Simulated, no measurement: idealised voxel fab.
Process module in this document: voxel self aligned contacts
Square cell edge 5 nm, section width 280 nm, ID cut.
In this document a cross-section is written as a grid of square cells. It is given as a series of bands, listed from the top down, and a band is one or more rows of cells.
Look at the band entry: it leads with the top's height and the bottom's height in nm. Then it lists the materials left to right, with a width in nm for each. The word "full width" on a single material says that material fills the band edge to edge. The word "empty" is empty space.
Below 0: as-received wafer, all one material; heights counted from there. Lowest band: no bottom, goes on down, written "0 down".
Per-row width for "30..40": begins at first number (top row of band), ends at second number (bottom row), increment between rows held constant.
A step reported as "no modifications" is a step in which no cell of the cross-section changed.
"Listed closed voids": sealed empty spaces, 8 cells or more, no open way to top, listed width x height at distance, with distance from the left edge and width, height and distance in nm.
after a step's settings: what the simulator itself notes on the step
overlay nm: step with mask; distance mask lay right of planned place; negative value = left of planned place.
## Steps planned for the process
1) RECEIVE [material Si]
2) CONFORMAL_DEP [material SiO2] [thk nm 5]
3) DIRECTIONAL_DEP [material polySi] [thk nm 20]
4) DIRECTIONAL_DEP [material SiN] [thk nm 20]
5) MASKED_ETCH [tone cover] [mask id GATE] [width nm 30] [pitch nm 65] [etch materials SiN] [depth nm 20] [overlay nm 0]
6) MASKED_ETCH [tone cover] [mask id GATE] [width nm 30] [pitch nm 65] [etch materials polySi] [depth nm 20] [overlay nm 0]
7) CONFORMAL_DEP [material SiN] [thk nm 10]
8) DIRECTIONAL_ETCH [etch materials SiN] [depth nm 10]
9) FILL_DEP [material SiO2] [thk nm 15]
10) CMP [height nm 50]
11) PATTERN [tone open] [mask id CONTACT] [material resist] [width nm 45] [pitch nm 65] [thk nm 15] [overlay nm 0]
12) DIRECTIONAL_ETCH [etch materials SiO2] [depth nm 50]
13) STRIP [etch materials resist]
14) CONFORMAL_DEP [material TiN] [thk nm 5]
15) FILL_DEP [material Ru] [thk nm 10]
16) CMP [height nm 50]
17) CONFORMAL_DEP [material SiN] [thk nm 5]
## First of the two wafers, run per plan
## Shown in cross-section is the wafer as received, that is, as it stands after step 1
  0 down: Si full width
  Listed closed voids: none
## Once step 2 is through, the wafer looks like this in cross-section
  5 to 0: SiO2 full width
  Anything lower than 0 is untouched.
## Once step 3 is through, the wafer looks like this in cross-section
  25 to 5: polySi full width
  Anything lower than 5 is untouched.
## Once step 4 is through, the wafer looks like this in cross-section
  45 to 25: SiN full width
  Anything lower than 25 is untouched.
## Once step 5 is through, the wafer looks like this in cross-section
  45 to 25: empty 60  SiN 30  empty 35  SiN 30  empty 35  SiN 30  empty 60
  Anything lower than 25 is untouched.
## Once step 6 is through, the wafer looks like this in cross-section
  45 to 25: empty 60  SiN 30  empty 35  SiN 30  empty 35  SiN 30  empty 60
  25 to 5: empty 60  polySi 30  empty 35  polySi 30  empty 35  polySi 30  empty 60
  Anything lower than 5 is untouched.
## Once step 7 is through, the wafer looks like this in cross-section
  55 to 25: empty 50  SiN 50  empty 15  SiN 50  empty 15  SiN 50  empty 50
  25 to 15: empty 50  SiN 10  polySi 30  SiN 10  empty 15  SiN 10  polySi 30  SiN 10  empty 15  SiN 10  polySi 30  SiN 10  empty 50
  15 to 5: SiN 60  polySi 30  SiN 35  polySi 30  SiN 35  polySi 30  SiN 60
  Anything lower than 5 is untouched.
## Once step 8 is through, the wafer looks like this in cross-section
  45 to 25: empty 50  SiN 50  empty 15  SiN 50  empty 15  SiN 50  empty 50
  25 to 5: empty 50  SiN 10  polySi 30  SiN 10  empty 15  SiN 10  polySi 30  SiN 10  empty 15  SiN 10  polySi 30  SiN 10  empty 50
  Anything lower than 5 is untouched.
## Once step 9 is through, the wafer looks like this in cross-section
  60 to 45: SiO2 full width
  45 to 25: SiO2 50  SiN 50  SiO2 15  SiN 50  SiO2 15  SiN 50  SiO2 50
  25 to 5: SiO2 50  SiN 10  polySi 30  SiN 10  SiO2 15  SiN 10  polySi 30  SiN 10  SiO2 15  SiN 10  polySi 30  SiN 10  SiO2 50
  Anything lower than 5 is untouched.
## Once step 10 is through, the wafer looks like this in cross-section
  50 to 45: SiO2 full width
  Anything lower than 45 is untouched.
## Once step 11 is through, the wafer looks like this in cross-section
  65 to 50: resist 85  empty 45  resist 20  empty 45  resist 85
  Anything lower than 50 is untouched.
## Once step 12 is through, the wafer looks like this in cross-section
  65 to 50: resist 85  empty 45  resist 20  empty 45  resist 85
  50 to 45: SiO2 85  empty 45  SiO2 20  empty 45  SiO2 85
  45 to 25: SiO2 50  SiN 50  empty 15  SiN 50  empty 15  SiN 50  SiO2 50
  25 to 5: SiO2 50  SiN 10  polySi 30  SiN 10  empty 15  SiN 10  polySi 30  SiN 10  empty 15  SiN 10  polySi 30  SiN 10  SiO2 50
  5 to 0: SiO2 100  empty 15  SiO2 50  empty 15  SiO2 100
  Anything lower than 0 is untouched.
## Once step 13 is through, the wafer looks like this in cross-section
  50 to 45: SiO2 85  empty 45  SiO2 20  empty 45  SiO2 85
  Anything lower than 45 is untouched.
## Once step 14 is through, the wafer looks like this in cross-section
  55 to 50: TiN 90  empty 35  TiN 30  empty 35  TiN 90
  50 to 45: SiO2 85  TiN 20  empty 5  TiN 20  SiO2 20  TiN 20  empty 5  TiN 20  SiO2 85
  45 to 25: SiO2 50  SiN 50  TiN 5  empty 5  TiN 5  SiN 50  TiN 5  empty 5  TiN 5  SiN 50  SiO2 50
  25 to 5: SiO2 50  SiN 10  polySi 30  SiN 10  TiN 5  empty 5  TiN 5  SiN 10  polySi 30  SiN 10  TiN 5  empty 5  TiN 5  SiN 10  polySi 30  SiN 10  SiO2 50
  5 to 0: SiO2 100  TiN 15  SiO2 50  TiN 15  SiO2 100
  Anything lower than 0 is untouched.
## Once step 15 is through, the wafer looks like this in cross-section
  65 to 55: Ru full width
  55 to 50: TiN 90  Ru 35  TiN 30  Ru 35  TiN 90
  50 to 45: SiO2 85  TiN 20  Ru 5  TiN 20  SiO2 20  TiN 20  Ru 5  TiN 20  SiO2 85
  45 to 25: SiO2 50  SiN 50  TiN 5  Ru 5  TiN 5  SiN 50  TiN 5  Ru 5  TiN 5  SiN 50  SiO2 50
  25 to 5: SiO2 50  SiN 10  polySi 30  SiN 10  TiN 5  Ru 5  TiN 5  SiN 10  polySi 30  SiN 10  TiN 5  Ru 5  TiN 5  SiN 10  polySi 30  SiN 10  SiO2 50
  Anything lower than 5 is untouched.
## Once step 16 is through, the wafer looks like this in cross-section
  50 to 45: SiO2 85  TiN 20  Ru 5  TiN 20  SiO2 20  TiN 20  Ru 5  TiN 20  SiO2 85
  Anything lower than 45 is untouched.
## Once step 17 is through, the wafer looks like this in cross-section
  55 to 50: SiN full width
  Anything lower than 50 is untouched.
## Wafer two: like wafer one in start and plan, but with one mistake in execution; identical up to and including step 7
## Cross-section of the second wafer at the time step 8 of the plan should have ended
  50 to 25: empty 50  SiN 50  empty 15  SiN 50  empty 15  SiN 50  empty 50
  25 to 10: empty 50  SiN 10  polySi 30  SiN 10  empty 15  SiN 10  polySi 30  SiN 10  empty 15  SiN 10  polySi 30  SiN 10  empty 50
  Anything lower than 10 is untouched.
## Cross-section of the second wafer at the time step 9 of the plan should have ended
  65 to 50: SiO2 full width
  50 to 25: SiO2 50  SiN 50  SiO2 15  SiN 50  SiO2 15  SiN 50  SiO2 50
  25 to 10: SiO2 50  SiN 10  polySi 30  SiN 10  SiO2 15  SiN 10  polySi 30  SiN 10  SiO2 15  SiN 10  polySi 30  SiN 10  SiO2 50
  Anything lower than 10 is untouched.
## Cross-section of the second wafer at the time step 10 of the plan should have ended
  50 to 25: SiO2 50  SiN 50  SiO2 15  SiN 50  SiO2 15  SiN 50  SiO2 50
  Anything lower than 25 is untouched.
## Cross-section of the second wafer at the time step 11 of the plan should have ended
  65 to 50: resist 85  empty 45  resist 20  empty 45  resist 85
  Anything lower than 50 is untouched.
## Cross-section of the second wafer at the time step 12 of the plan should have ended
  65 to 50: resist 85  empty 45  resist 20  empty 45  resist 85
  50 to 25: SiO2 50  SiN 50  empty 15  SiN 50  empty 15  SiN 50  SiO2 50
  25 to 10: SiO2 50  SiN 10  polySi 30  SiN 10  empty 15  SiN 10  polySi 30  SiN 10  empty 15  SiN 10  polySi 30  SiN 10  SiO2 50
  Anything lower than 10 is untouched.
## Cross-section of the second wafer at the time step 13 of the plan should have ended
  50 to 25: SiO2 50  SiN 50  empty 15  SiN 50  empty 15  SiN 50  SiO2 50
  Anything lower than 25 is untouched.
## Cross-section of the second wafer at the time step 14 of the plan should have ended
  55 to 50: TiN 105  empty 5  TiN 60  empty 5  TiN 105
  50 to 25: SiO2 50  SiN 50  TiN 5  empty 5  TiN 5  SiN 50  TiN 5  empty 5  TiN 5  SiN 50  SiO2 50
  25 to 15: SiO2 50  SiN 10  polySi 30  SiN 10  TiN 5  empty 5  TiN 5  SiN 10  polySi 30  SiN 10  TiN 5  empty 5  TiN 5  SiN 10  polySi 30  SiN 10  SiO2 50
  15 to 10: SiO2 50  SiN 10  polySi 30  SiN 10  TiN 15  SiN 10  polySi 30  SiN 10  TiN 15  SiN 10  polySi 30  SiN 10  SiO2 50
  Anything lower than 10 is untouched.
## Cross-section of the second wafer at the time step 15 of the plan should have ended
  65 to 55: Ru full width
  55 to 50: TiN 105  Ru 5  TiN 60  Ru 5  TiN 105
  50 to 25: SiO2 50  SiN 50  TiN 5  Ru 5  TiN 5  SiN 50  TiN 5  Ru 5  TiN 5  SiN 50  SiO2 50
  25 to 15: SiO2 50  SiN 10  polySi 30  SiN 10  TiN 5  Ru 5  TiN 5  SiN 10  polySi 30  SiN 10  TiN 5  Ru 5  TiN 5  SiN 10  polySi 30  SiN 10  SiO2 50
  Anything lower than 15 is untouched.
## Cross-section of the second wafer at the time step 16 of the plan should have ended
  50 to 25: SiO2 50  SiN 50  TiN 5  Ru 5  TiN 5  SiN 50  TiN 5  Ru 5  TiN 5  SiN 50  SiO2 50
  Anything lower than 25 is untouched.
## Cross-section of the second wafer at the time step 17 of the plan should have ended
  55 to 50: SiN full width
  Anything lower than 50 is untouched.
Processing error: step 8 did not happen as planned, as run it was DIRECTIONAL_ETCH [etch materials SiN] [depth nm 5]
at the end the second wafer has, in cells: Ru: 4 fewer; SiN: 56 more; SiO2: 32 fewer; TiN: 20 fewer
